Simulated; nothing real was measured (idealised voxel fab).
process module | voxel transistor to metal
The cross-section shown here is cut; it is 160 nm wide and divided into square cells measuring 5 nm on a side.
In this document a cross-section is written as a grid of square cells. It is given as a series of bands, listed from the top down, and a band is one or more rows of cells.
Within each band entry, the heights of the top and of the bottom of the band appear first, in that order and in nm; the materials of the band then follow from left to right, each with its corresponding width in nm. The designation "edge to edge" on a single material indicates that it fills the band from edge to edge; the designation "blank" indicates empty space.
We count height from 0. Below that, the starting wafer is all one material. The lowest band never ends at the bottom but goes on down; see "0 -> down" for how that is written.
A width given as "30->40" starts at the first number in the band's top row and ends at the second number in its bottom row, shifting by an equal amount at every step from row to row.
Key: "nothing changed" - step with no changed cell in the cross-section.
"Completely enclosed voids" - sealed voids, min. 8 cells, no opening to top; format: width x height at distance (distance from left edge; nm throughout).
Where a step's line continues beyond its settings, the continuation is a remark by the simulator itself on that step.
Regarding "overlay nm": on a step with a mask, it is the distance the mask lay to the right of its planned place; a negative value places it to the left.

Steps planned for the process
1 RECEIVE [material Si]
2 CONFORMAL_DEP [material SiO2] [thk nm 5]
3 CONFORMAL_DEP [material SiN] [thk nm 10]
4 PATTERN [tone cover] [mask id ACTIVE] [material resist] [width nm 125] [thk nm 20] [overlay nm 0]
5 DIRECTIONAL_ETCH [etch materials SiN] [depth nm 10]
6 DIRECTIONAL_ETCH [etch materials SiO2] [depth nm 5]
7 DIRECTIONAL_ETCH [etch materials Si] [depth nm 35]
8 STRIP [etch materials resist]
9 FILL_DEP [material SiO2] [thk nm 15]
10 CMP [height nm 15]
11 SELECTIVE_ETCH [etch materials SiO2] [depth nm 5]
12 STRIP [etch materials SiN]
13 SELECTIVE_ETCH [etch materials SiO2] [depth nm 5]
14 OXIDIZE [depth nm 5]
15 DIRECTIONAL_DEP [material polySi] [thk nm 20]
16 DIRECTIONAL_DEP [material SiCN] [thk nm 10]
17 PATTERN [tone cover] [mask id GATE] [material resist] [width nm 35] [thk nm 15] [overlay nm 0]
18 DIRECTIONAL_ETCH [etch materials SiCN] [depth nm 20]
19 DIRECTIONAL_ETCH [etch materials polySi] [depth nm 30]
20 STRIP [etch materials resist]
21 CONFORMAL_DEP [material SiO2] [thk nm 5]
22 DIRECTIONAL_ETCH [etch materials SiO2] [depth nm 5]
23 CONFORMAL_DEP [material SiN] [thk nm 5]
24 DIRECTIONAL_ETCH [etch materials SiN] [depth nm 5]
25 DIRECTIONAL_ETCH [etch materials SiO2] [depth nm 5]
26 DIRECTIONAL_ETCH [etch materials Si] [depth nm 5]
27 EPI [material SiGe] [thk nm 5]
28 FILL_DEP [material SiO2] [thk nm 5]
29 CMP [height nm 20]
30 STRIP [etch materials polySi]
31 SELECTIVE_ETCH [etch materials SiO2] [depth nm 5]
32 CONFORMAL_DEP [material HfO2] [thk nm 5]
33 CONFORMAL_DEP [material TiN] [thk nm 5]
34 FILL_DEP [material W] [thk nm 5]
35 CMP [height nm 15]
36 DIRECTIONAL_DEP [material SiO2] [thk nm 15]
37 MASKED_ETCH [tone open] [mask id CONTACT] [width nm 20] [pitch nm 85] [etch materials SiO2] [depth nm 35] [overlay nm 0]
38 CONFORMAL_DEP [material TiN] [thk nm 5]
39 FILL_DEP [material Ru] [thk nm 5]
40 CMP [height nm 30]
41 CONFORMAL_DEP [material SiN] [thk nm 5]
42 DIRECTIONAL_DEP [material lowk] [thk nm 20]
43 PATTERN [tone open] [mask id METAL_1] [material resist] [width nm 20] [pitch nm 85] [thk nm 20] [overlay nm 0]
44 DIRECTIONAL_ETCH [etch materials lowk] [depth nm 20]
45 DIRECTIONAL_ETCH [etch materials SiN] [depth nm 5]
46 STRIP [etch materials resist]
47 CONFORMAL_DEP [material TiN] [thk nm 5]
48 FILL_DEP [material Ru] [thk nm 5]
49 CMP [height nm 55]
50 CONFORMAL_DEP [material SiCN] [thk nm 5]
51 DIRECTIONAL_DEP [material SiO2] [thk nm 30]
52 PATTERN [tone open] [mask id METAL_2_HOLES] [material resist] [width nm 15] [pitch nm 85] [thk nm 20] [overlay nm 0]
53 DIRECTIONAL_ETCH [etch materials SiO2] [depth nm 30]
54 STRIP [etch materials resist]
55 PATTERN [tone open] [mask id METAL_2] [material resist] [width nm 20] [pitch nm 85] [thk nm 15] [overlay nm 0]
56 DIRECTIONAL_ETCH [etch materials SiO2] [depth nm 15]
57 DIRECTIONAL_ETCH [etch materials SiCN] [depth nm 5]
58 STRIP [etch materials resist]
59 CONFORMAL_DEP [material TiN] [thk nm 5]
60 FILL_DEP [material Cu] [thk nm 10]
61 CMP [height nm 90]
62 CONFORMAL_DEP [material SiN] [thk nm 5]

Wafer, first of two, run as planned

Wafer as received: cross-section following step 1
0 -> down | Si edge to edge
Completely enclosed voids: none

Once step 2 is through, the wafer looks like this in cross-section
5 -> 0 | SiO2 edge to edge
Below a height of 0, the structure has not been altered.

Once step 3 is through, the wafer looks like this in cross-section
15 -> 5 | SiN edge to edge
Below a height of 5, the structure has not been altered.

Once step 4 is through, the wafer looks like this in cross-section
35 -> 15 | blank: 15; resist: 125; blank: 20
Below a height of 15, the structure has not been altered.

Once step 5 is through, the wafer looks like this in cross-section
35 -> 15 | blank: 15; resist: 125; blank: 20
15 -> 5 | blank: 15; SiN: 125; blank: 20
Below a height of 5, the structure has not been altered.

Once step 6 is through, the wafer looks like this in cross-section
35 -> 15 | blank: 15; resist: 125; blank: 20
15 -> 5 | blank: 15; SiN: 125; blank: 20
5 -> 0 | blank: 15; SiO2: 125; blank: 20
Below a height of 0, the structure has not been altered.

Once step 7 is through, the wafer looks like this in cross-section
35 -> 15 | blank: 15; resist: 125; blank: 20
15 -> 5 | blank: 15; SiN: 125; blank: 20
5 -> 0 | blank: 15; SiO2: 125; blank: 20
0 -> -35 | blank: 15; Si: 125; blank: 20
Below a height of -35, the structure has not been altered.

Once step 8 is through, the wafer looks like this in cross-section
15 -> 5 | blank: 15; SiN: 125; blank: 20
Below a height of 5, the structure has not been altered.

Once step 9 is through, the wafer looks like this in cross-section
30 -> 15 | SiO2 edge to edge
15 -> 5 | SiO2: 15; SiN: 125; SiO2: 20
5 -> 0 | SiO2 edge to edge
0 -> -35 | SiO2: 15; Si: 125; SiO2: 20
Below a height of -35, the structure has not been altered.

Once step 10 is through, the wafer looks like this in cross-section
15 -> 5 | SiO2: 15; SiN: 125; SiO2: 20
Below a height of 5, the structure has not been altered.

Once step 11 is through, the wafer looks like this in cross-section
15 -> 10 | blank: 15; SiN: 125; blank: 20
Below a height of 10, the structure has not been altered.

Once step 12 is through, the wafer looks like this in cross-section
10 -> 5 | SiO2: 15; blank: 125; SiO2: 20
Below a height of 5, the structure has not been altered.

Once step 13 is through, the wafer looks like this in cross-section
5 -> 0 | SiO2: 10; blank: 135; SiO2: 15
Below a height of 0, the structure has not been altered.

Once step 14 is through, the wafer looks like this in cross-section
5 -> 0 | SiO2: 10; blank: 135; SiO2: 15
0 -> -5 | SiO2 edge to edge
Below a height of -5, the structure has not been altered.

Once step 15 is through, the wafer looks like this in cross-section
25 -> 20 | polySi: 10; blank: 135; polySi: 15
20 -> 5 | polySi edge to edge
5 -> 0 | SiO2: 10; polySi: 135; SiO2: 15
Below a height of 0, the structure has not been altered.

Once step 16 is through, the wafer looks like this in cross-section
35 -> 30 | SiCN: 10; blank: 135; SiCN: 15
30 -> 25 | SiCN edge to edge
25 -> 20 | polySi: 10; SiCN: 135; polySi: 15
Below a height of 20, the structure has not been altered.

Once step 17 is through, the wafer looks like this in cross-section
50 -> 35 | blank: 60; resist: 35; blank: 65
35 -> 30 | SiCN: 10; blank: 50; resist: 35; blank: 50; SiCN: 15
Below a height of 30, the structure has not been altered.

Once step 18 is through, the wafer looks like this in cross-section
50 -> 30 | blank: 60; resist: 35; blank: 65
30 -> 25 | blank: 60; SiCN: 35; blank: 65
25 -> 20 | polySi: 10; blank: 50; SiCN: 35; blank: 50; polySi: 15
Below a height of 20, the structure has not been altered.

Once step 19 is through, the wafer looks like this in cross-section
50 -> 30 | blank: 60; resist: 35; blank: 65
30 -> 20 | blank: 60; SiCN: 35; blank: 65
20 -> 5 | blank: 60; polySi: 35; blank: 65
5 -> 0 | SiO2: 10; blank: 50; polySi: 35; blank: 50; SiO2: 15
Below a height of 0, the structure has not been altered.

Once step 20 is through, the wafer looks like this in cross-section
30 -> 20 | blank: 60; SiCN: 35; blank: 65
Below a height of 20, the structure has not been altered.

Once step 21 is through, the wafer looks like this in cross-section
35 -> 30 | blank: 55; SiO2: 45; blank: 60
30 -> 20 | blank: 55; SiO2: 5; SiCN: 35; SiO2: 5; blank: 60
20 -> 10 | blank: 55; SiO2: 5; polySi: 35; SiO2: 5; blank: 60
10 -> 5 | SiO2: 15; blank: 40; SiO2: 5; polySi: 35; SiO2: 5; blank: 40; SiO2: 20
5 -> 0 | SiO2: 60; polySi: 35; SiO2: 65
Below a height of 0, the structure has not been altered.

Once step 22 is through, the wafer looks like this in cross-section
30 -> 20 | blank: 55; SiO2: 5; SiCN: 35; SiO2: 5; blank: 60
20 -> 5 | blank: 55; SiO2: 5; polySi: 35; SiO2: 5; blank: 60
5 -> 0 | SiO2: 15; blank: 40; SiO2: 5; polySi: 35; SiO2: 5; blank: 40; SiO2: 20
Below a height of 0, the structure has not been altered.

Once step 23 is through, the wafer looks like this in cross-section
35 -> 30 | blank: 50; SiN: 55; blank: 55
30 -> 20 | blank: 50; SiN: 5; SiO2: 5; SiCN: 35; SiO2: 5; SiN: 5; blank: 55
20 -> 10 | blank: 50; SiN: 5; SiO2: 5; polySi: 35; SiO2: 5; SiN: 5; blank: 55
10 -> 5 | SiN: 20; blank: 30; SiN: 5; SiO2: 5; polySi: 35; SiO2: 5; SiN: 5; blank: 30; SiN: 25
5 -> 0 | SiO2: 15; SiN: 40; SiO2: 5; polySi: 35; SiO2: 5; SiN: 40; SiO2: 20
Below a height of 0, the structure has not been altered.

Once step 24 is through, the wafer looks like this in cross-section
30 -> 20 | blank: 50; SiN: 5; SiO2: 5; SiCN: 35; SiO2: 5; SiN: 5; blank: 55
20 -> 5 | blank: 50; SiN: 5; SiO2: 5; polySi: 35; SiO2: 5; SiN: 5; blank: 55
5 -> 0 | SiO2: 15; SiN: 5; blank: 30; SiN: 5; SiO2: 5; polySi: 35; SiO2: 5; SiN: 5; blank: 30; SiN: 5; SiO2: 20
Below a height of 0, the structure has not been altered.

Once step 25 is through, the wafer looks like this in cross-section
30 -> 25 | blank: 50; SiN: 5; blank: 5; SiCN: 35; blank: 5; SiN: 5; blank: 55
25 -> 20 | blank: 50; SiN: 5; SiO2: 5; SiCN: 35; SiO2: 5; SiN: 5; blank: 55
20 -> 5 | blank: 50; SiN: 5; SiO2: 5; polySi: 35; SiO2: 5; SiN: 5; blank: 55
5 -> 0 | blank: 15; SiN: 5; blank: 30; SiN: 5; SiO2: 5; polySi: 35; SiO2: 5; SiN: 5; blank: 30; SiN: 5; blank: 20
0 -> -5 | SiO2: 20; blank: 30; SiO2: 55; blank: 30; SiO2: 25
Below a height of -5, the structure has not been altered.

Once step 26 is through, the wafer looks like this in cross-section
30 -> 25 | blank: 50; SiN: 5; blank: 5; SiCN: 35; blank: 5; SiN: 5; blank: 55
25 -> 20 | blank: 50; SiN: 5; SiO2: 5; SiCN: 35; SiO2: 5; SiN: 5; blank: 55
20 -> 5 | blank: 50; SiN: 5; SiO2: 5; polySi: 35; SiO2: 5; SiN: 5; blank: 55
5 -> 0 | blank: 15; SiN: 5; blank: 30; SiN: 5; SiO2: 5; polySi: 35; SiO2: 5; SiN: 5; blank: 30; SiN: 5; blank: 20
0 -> -5 | SiO2: 20; blank: 30; SiO2: 55; blank: 30; SiO2: 25
-5 -> -10 | SiO2: 15; Si: 5; blank: 30; Si: 55; blank: 30; Si: 5; SiO2: 20
Below a height of -10, the structure has not been altered.

Once step 27 is through, the wafer looks like this in cross-section
30 -> 25 | blank: 50; SiN: 5; blank: 5; SiCN: 35; blank: 5; SiN: 5; blank: 55
25 -> 20 | blank: 50; SiN: 5; SiO2: 5; SiCN: 35; SiO2: 5; SiN: 5; blank: 55
20 -> 5 | blank: 50; SiN: 5; SiO2: 5; polySi: 35; SiO2: 5; SiN: 5; blank: 55
5 -> 0 | blank: 15; SiN: 5; blank: 30; SiN: 5; SiO2: 5; polySi: 35; SiO2: 5; SiN: 5; blank: 30; SiN: 5; blank: 20
0 -> -5 | SiO2: 20; SiGe: 5; blank: 20; SiGe: 5; SiO2: 55; SiGe: 5; blank: 20; SiGe: 5; SiO2: 25
-5 -> -10 | SiO2: 15; Si: 5; SiGe: 30; Si: 55; SiGe: 30; Si: 5; SiO2: 20
Below a height of -10, the structure has not been altered.

Once step 28 is through, the wafer looks like this in cross-section
35 -> 30 | SiO2 edge to edge
30 -> 20 | SiO2: 50; SiN: 5; SiO2: 5; SiCN: 35; SiO2: 5; SiN: 5; SiO2: 55
20 -> 5 | SiO2: 50; SiN: 5; SiO2: 5; polySi: 35; SiO2: 5; SiN: 5; SiO2: 55
5 -> 0 | SiO2: 15; SiN: 5; SiO2: 30; SiN: 5; SiO2: 5; polySi: 35; SiO2: 5; SiN: 5; SiO2: 30; SiN: 5; SiO2: 20
0 -> -5 | SiO2: 20; SiGe: 5; SiO2: 20; SiGe: 5; SiO2: 55; SiGe: 5; SiO2: 20; SiGe: 5; SiO2: 25
Below a height of -5, the structure has not been altered.

Once step 29 is through, the wafer looks like this in cross-section
20 -> 5 | SiO2: 50; SiN: 5; SiO2: 5; polySi: 35; SiO2: 5; SiN: 5; SiO2: 55
Below a height of 5, the structure has not been altered.

Once step 30 is through, the wafer looks like this in cross-section
20 -> 5 | SiO2: 50; SiN: 5; SiO2: 5; blank: 35; SiO2: 5; SiN: 5; SiO2: 55
5 -> 0 | SiO2: 15; SiN: 5; SiO2: 30; SiN: 5; SiO2: 5; blank: 35; SiO2: 5; SiN: 5; SiO2: 30; SiN: 5; SiO2: 20
Below a height of 0, the structure has not been altered.

Once step 31 is through, the wafer looks like this in cross-section
20 -> 15 | blank: 50; SiN: 5; blank: 45; SiN: 5; blank: 55
15 -> 5 | SiO2: 50; SiN: 5; blank: 45; SiN: 5; SiO2: 55
5 -> 0 | SiO2: 15; SiN: 5; SiO2: 30; SiN: 5; blank: 45; SiN: 5; SiO2: 30; SiN: 5; SiO2: 20
0 -> -5 | SiO2: 20; SiGe: 5; SiO2: 20; SiGe: 5; SiO2: 5; blank: 45; SiO2: 5; SiGe: 5; SiO2: 20; SiGe: 5; SiO2: 25
Below a height of -5, the structure has not been altered.

Once step 32 is through, the wafer looks like this in cross-section
25 -> 20 | blank: 45; HfO2: 15; blank: 35; HfO2: 15; blank: 50
20 -> 15 | HfO2: 50; SiN: 5; HfO2: 5; blank: 35; HfO2: 5; SiN: 5; HfO2: 55
15 -> 5 | SiO2: 50; SiN: 5; HfO2: 5; blank: 35; HfO2: 5; SiN: 5; SiO2: 55
5 -> 0 | SiO2: 15; SiN: 5; SiO2: 30; SiN: 5; HfO2: 5; blank: 35; HfO2: 5; SiN: 5; SiO2: 30; SiN: 5; SiO2: 20
0 -> -5 | SiO2: 20; SiGe: 5; SiO2: 20; SiGe: 5; SiO2: 5; HfO2: 45; SiO2: 5; SiGe: 5; SiO2: 20; SiGe: 5; SiO2: 25
Below a height of -5, the structure has not been altered.

Once step 33 is through, the wafer looks like this in cross-section
30 -> 25 | blank: 40; TiN: 25; blank: 25; TiN: 25; blank: 45
25 -> 20 | TiN: 45; HfO2: 15; TiN: 5; blank: 25; TiN: 5; HfO2: 15; TiN: 50
20 -> 15 | HfO2: 50; SiN: 5; HfO2: 5; TiN: 5; blank: 25; TiN: 5; HfO2: 5; SiN: 5; HfO2: 55
15 -> 5 | SiO2: 50; SiN: 5; HfO2: 5; TiN: 5; blank: 25; TiN: 5; HfO2: 5; SiN: 5; SiO2: 55
5 -> 0 | SiO2: 15; SiN: 5; SiO2: 30; SiN: 5; HfO2: 5; TiN: 35; HfO2: 5; SiN: 5; SiO2: 30; SiN: 5; SiO2: 20
Below a height of 0, the structure has not been altered.

Once step 34 is through, the wafer looks like this in cross-section
35 -> 30 | W edge to edge
30 -> 25 | W: 40; TiN: 25; W: 25; TiN: 25; W: 45
25 -> 20 | TiN: 45; HfO2: 15; TiN: 5; W: 25; TiN: 5; HfO2: 15; TiN: 50
20 -> 15 | HfO2: 50; SiN: 5; HfO2: 5; TiN: 5; W: 25; TiN: 5; HfO2: 5; SiN: 5; HfO2: 55
15 -> 5 | SiO2: 50; SiN: 5; HfO2: 5; TiN: 5; W: 25; TiN: 5; HfO2: 5; SiN: 5; SiO2: 55
Below a height of 5, the structure has not been altered.

Once step 35 is through, the wafer looks like this in cross-section
15 -> 5 | SiO2: 50; SiN: 5; HfO2: 5; TiN: 5; W: 25; TiN: 5; HfO2: 5; SiN: 5; SiO2: 55
Below a height of 5, the structure has not been altered.

Once step 36 is through, the wafer looks like this in cross-section
30 -> 15 | SiO2 edge to edge
Below a height of 15, the structure has not been altered.

Once step 37 is through, the wafer looks like this in cross-section
30 -> 15 | SiO2: 25; blank: 20; SiO2: 65; blank: 20; SiO2: 30
15 -> 5 | SiO2: 25; blank: 20; SiO2: 5; SiN: 5; HfO2: 5; TiN: 5; W: 25; TiN: 5; HfO2: 5; SiN: 5; SiO2: 5; blank: 20; SiO2: 30
5 -> 0 | SiO2: 15; SiN: 5; SiO2: 5; blank: 20; SiO2: 5; SiN: 5; HfO2: 5; TiN: 35; HfO2: 5; SiN: 5; SiO2: 5; blank: 20; SiO2: 5; SiN: 5; SiO2: 20
0 -> -5 | SiO2: 20; SiGe: 5; blank: 20; SiGe: 5; SiO2: 5; HfO2: 45; SiO2: 5; SiGe: 5; blank: 20; SiGe: 5; SiO2: 25
Below a height of -5, the structure has not been altered.

Once step 38 is through, the wafer looks like this in cross-section
35 -> 30 | TiN: 30; blank: 10; TiN: 75; blank: 10; TiN: 35
30 -> 15 | SiO2: 25; TiN: 5; blank: 10; TiN: 5; SiO2: 65; TiN: 5; blank: 10; TiN: 5; SiO2: 30
15 -> 5 | SiO2: 25; TiN: 5; blank: 10; TiN: 5; SiO2: 5; SiN: 5; HfO2: 5; TiN: 5; W: 25; TiN: 5; HfO2: 5; SiN: 5; SiO2: 5; TiN: 5; blank: 10; TiN: 5; SiO2: 30
5 -> 0 | SiO2: 15; SiN: 5; SiO2: 5; TiN: 5; blank: 10; TiN: 5; SiO2: 5; SiN: 5; HfO2: 5; TiN: 35; HfO2: 5; SiN: 5; SiO2: 5; TiN: 5; blank: 10; TiN: 5; SiO2: 5; SiN: 5; SiO2: 20
0 -> -5 | SiO2: 20; SiGe: 5; TiN: 20; SiGe: 5; SiO2: 5; HfO2: 45; SiO2: 5; SiGe: 5; TiN: 20; SiGe: 5; SiO2: 25
Below a height of -5, the structure has not been altered.

Once step 39 is through, the wafer looks like this in cross-section
40 -> 35 | Ru edge to edge
35 -> 30 | TiN: 30; Ru: 10; TiN: 75; Ru: 10; TiN: 35
30 -> 15 | SiO2: 25; TiN: 5; Ru: 10; TiN: 5; SiO2: 65; TiN: 5; Ru: 10; TiN: 5; SiO2: 30
15 -> 5 | SiO2: 25; TiN: 5; Ru: 10; TiN: 5; SiO2: 5; SiN: 5; HfO2: 5; TiN: 5; W: 25; TiN: 5; HfO2: 5; SiN: 5; SiO2: 5; TiN: 5; Ru: 10; TiN: 5; SiO2: 30
5 -> 0 | SiO2: 15; SiN: 5; SiO2: 5; TiN: 5; Ru: 10; TiN: 5; SiO2: 5; SiN: 5; HfO2: 5; TiN: 35; HfO2: 5; SiN: 5; SiO2: 5; TiN: 5; Ru: 10; TiN: 5; SiO2: 5; SiN: 5; SiO2: 20
Below a height of 0, the structure has not been altered.

Once step 40 is through, the wafer looks like this in cross-section
30 -> 15 | SiO2: 25; TiN: 5; Ru: 10; TiN: 5; SiO2: 65; TiN: 5; Ru: 10; TiN: 5; SiO2: 30
Below a height of 15, the structure has not been altered.

Once step 41 is through, the wafer looks like this in cross-section
35 -> 30 | SiN edge to edge
Below a height of 30, the structure has not been altered.

Once step 42 is through, the wafer looks like this in cross-section
55 -> 35 | lowk edge to edge
Below a height of 35, the structure has not been altered.

Once step 43 is through, the wafer looks like this in cross-section
75 -> 55 | resist: 25; blank: 20; resist: 65; blank: 20; resist: 30
Below a height of 55, the structure has not been altered.

Once step 44 is through, the wafer looks like this in cross-section
75 -> 55 | resist: 25; blank: 20; resist: 65; blank: 20; resist: 30
55 -> 35 | lowk: 25; blank: 20; lowk: 65; blank: 20; lowk: 30
Below a height of 35, the structure has not been altered.

Once step 45 is through, the wafer looks like this in cross-section
75 -> 55 | resist: 25; blank: 20; resist: 65; blank: 20; resist: 30
55 -> 35 | lowk: 25; blank: 20; lowk: 65; blank: 20; lowk: 30
35 -> 30 | SiN: 25; blank: 20; SiN: 65; blank: 20; SiN: 30
Below a height of 30, the structure has not been altered.

Once step 46 is through, the wafer looks like this in cross-section
55 -> 35 | lowk: 25; blank: 20; lowk: 65; blank: 20; lowk: 30
Below a height of 35, the structure has not been altered.

Once step 47 is through, the wafer looks like this in cross-section
60 -> 55 | TiN: 30; blank: 10; TiN: 75; blank: 10; TiN: 35
55 -> 35 | lowk: 25; TiN: 5; blank: 10; TiN: 5; lowk: 65; TiN: 5; blank: 10; TiN: 5; lowk: 30
35 -> 30 | SiN: 25; TiN: 20; SiN: 65; TiN: 20; SiN: 30
Below a height of 30, the structure has not been altered.

Once step 48 is through, the wafer looks like this in cross-section
65 -> 60 | Ru edge to edge
60 -> 55 | TiN: 30; Ru: 10; TiN: 75; Ru: 10; TiN: 35
55 -> 35 | lowk: 25; TiN: 5; Ru: 10; TiN: 5; lowk: 65; TiN: 5; Ru: 10; TiN: 5; lowk: 30
Below a height of 35, the structure has not been altered.

Once step 49 is through, the wafer looks like this in cross-section
55 -> 35 | lowk: 25; TiN: 5; Ru: 10; TiN: 5; lowk: 65; TiN: 5; Ru: 10; TiN: 5; lowk: 30
Below a height of 35, the structure has not been altered.

Once step 50 is through, the wafer looks like this in cross-section
60 -> 55 | SiCN edge to edge
Below a height of 55, the structure has not been altered.

Once step 51 is through, the wafer looks like this in cross-section
90 -> 60 | SiO2 edge to edge
Below a height of 60, the structure has not been altered.

Once step 52 is through, the wafer looks like this in cross-section
110 -> 90 | resist: 25; blank: 15; resist: 70; blank: 15; resist: 35
Below a height of 90, the structure has not been altered.

Once step 53 is through, the wafer looks like this in cross-section
110 -> 90 | resist: 25; blank: 15; resist: 70; blank: 15; resist: 35
90 -> 60 | SiO2: 25; blank: 15; SiO2: 70; blank: 15; SiO2: 35
Below a height of 60, the structure has not been altered.

Once step 54 is through, the wafer looks like this in cross-section
90 -> 60 | SiO2: 25; blank: 15; SiO2: 70; blank: 15; SiO2: 35
Below a height of 60, the structure has not been altered.

Once step 55 is through, the wafer looks like this in cross-section
105 -> 90 | resist: 25; blank: 20; resist: 65; blank: 20; resist: 30
Below a height of 90, the structure has not been altered.

Once step 56 is through, the wafer looks like this in cross-section
105 -> 90 | resist: 25; blank: 20; resist: 65; blank: 20; resist: 30
90 -> 75 | SiO2: 25; blank: 20; SiO2: 65; blank: 20; SiO2: 30
Below a height of 75, the structure has not been altered.

Once step 57 is through, the wafer looks like this in cross-section
105 -> 90 | resist: 25; blank: 20; resist: 65; blank: 20; resist: 30
90 -> 75 | SiO2: 25; blank: 20; SiO2: 65; blank: 20; SiO2: 30
75 -> 60 | SiO2: 25; blank: 15; SiO2: 70; blank: 15; SiO2: 35
60 -> 55 | SiCN: 25; blank: 15; SiCN: 70; blank: 15; SiCN: 35
Below a height of 55, the structure has not been altered.

Once step 58 is through, the wafer looks like this in cross-section
90 -> 75 | SiO2: 25; blank: 20; SiO2: 65; blank: 20; SiO2: 30
Below a height of 75, the structure has not been altered.

Once step 59 is through, the wafer looks like this in cross-section
95 -> 90 | TiN: 30; blank: 10; TiN: 75; blank: 10; TiN: 35
90 -> 80 | SiO2: 25; TiN: 5; blank: 10; TiN: 5; SiO2: 65; TiN: 5; blank: 10; TiN: 5; SiO2: 30
80 -> 75 | SiO2: 25; TiN: 5; blank: 5; TiN: 10; SiO2: 65; TiN: 5; blank: 5; TiN: 10; SiO2: 30
75 -> 60 | SiO2: 25; TiN: 5; blank: 5; TiN: 5; SiO2: 70; TiN: 5; blank: 5; TiN: 5; SiO2: 35
60 -> 55 | SiCN: 25; TiN: 15; SiCN: 70; TiN: 15; SiCN: 35
Below a height of 55, the structure has not been altered.

Once step 60 is through, the wafer looks like this in cross-section
105 -> 95 | Cu edge to edge
95 -> 90 | TiN: 30; Cu: 10; TiN: 75; Cu: 10; TiN: 35
90 -> 80 | SiO2: 25; TiN: 5; Cu: 10; TiN: 5; SiO2: 65; TiN: 5; Cu: 10; TiN: 5; SiO2: 30
80 -> 75 | SiO2: 25; TiN: 5; Cu: 5; TiN: 10; SiO2: 65; TiN: 5; Cu: 5; TiN: 10; SiO2: 30
75 -> 60 | SiO2: 25; TiN: 5; Cu: 5; TiN: 5; SiO2: 70; TiN: 5; Cu: 5; TiN: 5; SiO2: 35
Below a height of 60, the structure has not been altered.

Once step 61 is through, the wafer looks like this in cross-section
90 -> 80 | SiO2: 25; TiN: 5; Cu: 10; TiN: 5; SiO2: 65; TiN: 5; Cu: 10; TiN: 5; SiO2: 30
Below a height of 80, the structure has not been altered.

Once step 62 is through, the wafer looks like this in cross-section
95 -> 90 | SiN edge to edge
Below a height of 90, the structure has not been altered.

Wafer two of two - same starting point, same process plan, one mistake in execution; matches wafer one up to and including step 54

Cross-sectional representation of the second wafer at the time designated in the plan for the completion of step 55
105 -> 90 | resist: 25; blank: 25; resist: 60; blank: 25; resist: 25
Below a height of 90, the structure has not been altered.

Cross-sectional representation of the second wafer at the time designated in the plan for the completion of step 56
105 -> 90 | resist: 25; blank: 25; resist: 60; blank: 25; resist: 25
90 -> 75 | SiO2: 25; blank: 25; SiO2: 60; blank: 25; SiO2: 25
Below a height of 75, the structure has not been altered.

Cross-sectional representation of the second wafer at the time designated in the plan for the completion of step 57
105 -> 90 | resist: 25; blank: 25; resist: 60; blank: 25; resist: 25
90 -> 75 | SiO2: 25; blank: 25; SiO2: 60; blank: 25; SiO2: 25
75 -> 60 | SiO2: 25; blank: 15; SiO2: 70; blank: 15; SiO2: 35
60 -> 55 | SiCN: 25; blank: 15; SiCN: 70; blank: 15; SiCN: 35
Below a height of 55, the structure has not been altered.

Cross-sectional representation of the second wafer at the time designated in the plan for the completion of step 58
90 -> 75 | SiO2: 25; blank: 25; SiO2: 60; blank: 25; SiO2: 25
Below a height of 75, the structure has not been altered.

Cross-sectional representation of the second wafer at the time designated in the plan for the completion of step 59
95 -> 90 | TiN: 30; blank: 15; TiN: 70; blank: 15; TiN: 30
90 -> 80 | SiO2: 25; TiN: 5; blank: 15; TiN: 5; SiO2: 60; TiN: 5; blank: 15; TiN: 5; SiO2: 25
80 -> 75 | SiO2: 25; TiN: 5; blank: 5; TiN: 15; SiO2: 60; TiN: 5; blank: 5; TiN: 15; SiO2: 25
75 -> 60 | SiO2: 25; TiN: 5; blank: 5; TiN: 5; SiO2: 70; TiN: 5; blank: 5; TiN: 5; SiO2: 35
60 -> 55 | SiCN: 25; TiN: 15; SiCN: 70; TiN: 15; SiCN: 35
Below a height of 55, the structure has not been altered.

Cross-sectional representation of the second wafer at the time designated in the plan for the completion of step 60
105 -> 95 | Cu edge to edge
95 -> 90 | TiN: 30; Cu: 15; TiN: 70; Cu: 15; TiN: 30
90 -> 80 | SiO2: 25; TiN: 5; Cu: 15; TiN: 5; SiO2: 60; TiN: 5; Cu: 15; TiN: 5; SiO2: 25
80 -> 75 | SiO2: 25; TiN: 5; Cu: 5; TiN: 15; SiO2: 60; TiN: 5; Cu: 5; TiN: 15; SiO2: 25
75 -> 60 | SiO2: 25; TiN: 5; Cu: 5; TiN: 5; SiO2: 70; TiN: 5; Cu: 5; TiN: 5; SiO2: 35
Below a height of 60, the structure has not been altered.

Cross-sectional representation of the second wafer at the time designated in the plan for the completion of step 61
90 -> 80 | SiO2: 25; TiN: 5; Cu: 15; TiN: 5; SiO2: 60; TiN: 5; Cu: 15; TiN: 5; SiO2: 25
Below a height of 80, the structure has not been altered.

Cross-sectional representation of the second wafer at the time designated in the plan for the completion of step 62
95 -> 90 | SiN edge to edge
Below a height of 90, the structure has not been altered.
Deviation from plan: step 55 changed vs plan, executed as PATTERN [tone open] [mask id METAL_2] [material resist] [width nm 25] [pitch nm 85] [thk nm 15] [overlay nm 0]
Looking at both finished wafers in cells, the second ends up ahead of or behind the first on some materials: +4 Cu | -6 SiO2 | +2 TiN
